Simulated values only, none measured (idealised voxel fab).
Process module heading - voxel self aligned vias
Cross-section cut spans 290 nm and uses square cells 5 nm in size.
Bands, listed from the top down, are how a cross-section gets written in this document; the cross-section itself is a grid of square cells, and a band is one or more rows of them. First you get the band's top height and its bottom height, in nm, and then the materials it's made of, left to right, with each width in nm. If you see a single material with "everywhere", that one covers the band edge to edge. "air" is empty space. Convention: height 0 is the level below which the wafer, as received, is all one material. The lowest band does not terminate at the bottom but continues downward, represented as "0 down". A two-number width, for instance "30..40", indicates that the width is equal to the first number in the top row of the band and to the second number in the bottom row, and that it changes by a constant amount per row of cells. "no alteration" after a step means that no cell of the cross-section changed. The list in "Enclosed void entries" covers empty spaces of 8 cells or more that cannot reach the top through any open way, and it gives each as width x height at distance; the distance is from the left edge, and width, height and distance are in nm. Read whatever lies past the settings on a step's line as the simulator's own remark about the step. If you see "overlay nm" on a step's line and that step has a mask, it's telling you how far right of where it was planned the mask ended up; a negative number means it went left instead.
plan:
1. RECEIVE (material Si)
2. CONFORMAL_DEP (material SiO2; thk nm 15)
3. CONFORMAL_DEP (material SiCN; thk nm 5)
4. DIRECTIONAL_DEP (material SiO2; thk nm 20)
5. MASKED_ETCH (tone open; mask id LINES; width nm 30; pitch nm 65; etch materials SiO2; depth nm 20; overlay nm 0)
6. CONFORMAL_DEP (material TiN; thk nm 5)
7. FILL_DEP (material Ru; thk nm 10)
8. CMP (height nm 40)
9. SELECTIVE_ETCH (etch materials W Ru TiN; depth nm 5)
10. FILL_DEP (material SiN; thk nm 10)
11. CMP (height nm 40)
12. DIRECTIONAL_DEP (material SiO2; thk nm 15)
13. DIRECTIONAL_DEP (material aC; thk nm 10)
14. PATTERN (tone open; mask id VIAS; material resist; width nm 40; pitch nm 130; thk nm 30; overlay nm 0)
15. DIRECTIONAL_ETCH (etch materials aC; depth nm 10)
16. STRIP (etch materials resist)
17. DIRECTIONAL_ETCH (etch materials SiO2; depth nm 15)
18. DIRECTIONAL_ETCH (etch materials SiN; depth nm 5)
19. STRIP (etch materials aC)
20. CONFORMAL_DEP (material TiN; thk nm 5)
21. FILL_DEP (material W; thk nm 10)
22. CMP (height nm 55)
23. CONFORMAL_DEP (material SiCN; thk nm 5)
Cross-section, incoming material, after step 1:
  0 down = Si everywhere
  Enclosed void entries: none
Below is the wafer in cross-section after the module was completed. It began from the starting point shown above and followed the plan shown above, except that one mistake was made while running it:
  60 to 55 = SiCN everywhere
  55 to 45 = SiO2=60, then TiN=5, then W=30, then TiN=5, then SiO2=90, then TiN=5, then W=30, then TiN=5, then SiO2=60
  45 to 40 = SiO2=60, then TiN=40, then SiO2=90, then TiN=40, then SiO2=60
  40 to 35 = SiN=60, then TiN=5, then SiO2=30, then TiN=5, then SiN=30, then SiO2=30, then SiN=30, then TiN=5, then SiO2=30, then TiN=5, then SiN=60
  35 to 25 = Ru=60, then TiN=5, then SiO2=30, then TiN=5, then Ru=25, then TiN=5, then SiO2=30, then TiN=5, then Ru=25, then TiN=5, then SiO2=30, then TiN=5, then Ru=60
  25 to 20 = TiN=65, then SiO2=30, then TiN=35, then SiO2=30, then TiN=35, then SiO2=30, then TiN=65
  20 to 15 = SiCN everywhere
  15 to 0 = SiO2 everywhere
  0 down = Si everywhere
  Enclosed void entries: none
What went wrong in running the wafer? step 5 off recipe, ran as MASKED_ETCH (tone cover; mask id LINES; width nm 30; pitch nm 65; etch materials SiO2; depth nm 20; overlay nm 0)
